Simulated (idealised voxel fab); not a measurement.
process module | voxel lift off
cross-section cut | 195 nm wide | cells 5 nm
A cross-section is a grid of square cells, given in bands from the top down. A band is one or more rows of cells.
Each band's line starts with the height of the band's top and of its bottom, in nm. Then come its materials from left to right, each with its width in nm. One material with "throughout" fills the band from edge to edge. "air" is empty space.
Height 0 is the level under which the wafer as received is all one material. The lowest band goes on downwards, as in "0 down".
A width such as "30 to 40" changes by the same amount from each row of cells to the next, from the band's top row to its bottom row.
"no change" after a step means that no cell of the cross-section changed.
closed voids: empty space of 8 cells or more with no open way to the top, each as width x height at its distance from the left edge, in nm
after a step's settings: what the simulator itself notes on the step
overlay nm, on a step with a mask: how far to the right of its planned place the mask lay; to the left if negative
plan
1 op RECEIVE | material Si
2 op CONFORMAL_DEP | material SiN | thk nm 5
3 op PATTERN | tone open | mask id LINES | material resist | width nm 30 | pitch nm 50 | thk nm 15 | overlay nm 0
4 op DIRECTIONAL_DEP | material Ru | thk nm 5
5 op STRIP | etch materials resist
6 op CONFORMAL_DEP | material SiO2 | thk nm 10
as received, after step 1
  0 down: Si throughout
  closed voids: none
a wafer at the end: this start, this plan, one mistake
  15 to 10: air 25 | SiO2 40 | air 10 | SiO2 40 | air 10 | SiO2 40 | air 30
  10 to 5: SiO2 30 | Ru 30 | SiO2 20 | Ru 30 | SiO2 20 | Ru 30 | SiO2 35
  5 to 0: SiN throughout
  0 down: Si throughout
  closed voids: none
what went wrong: step 6 ran as: op CONFORMAL_DEP | material SiO2 | thk nm 5
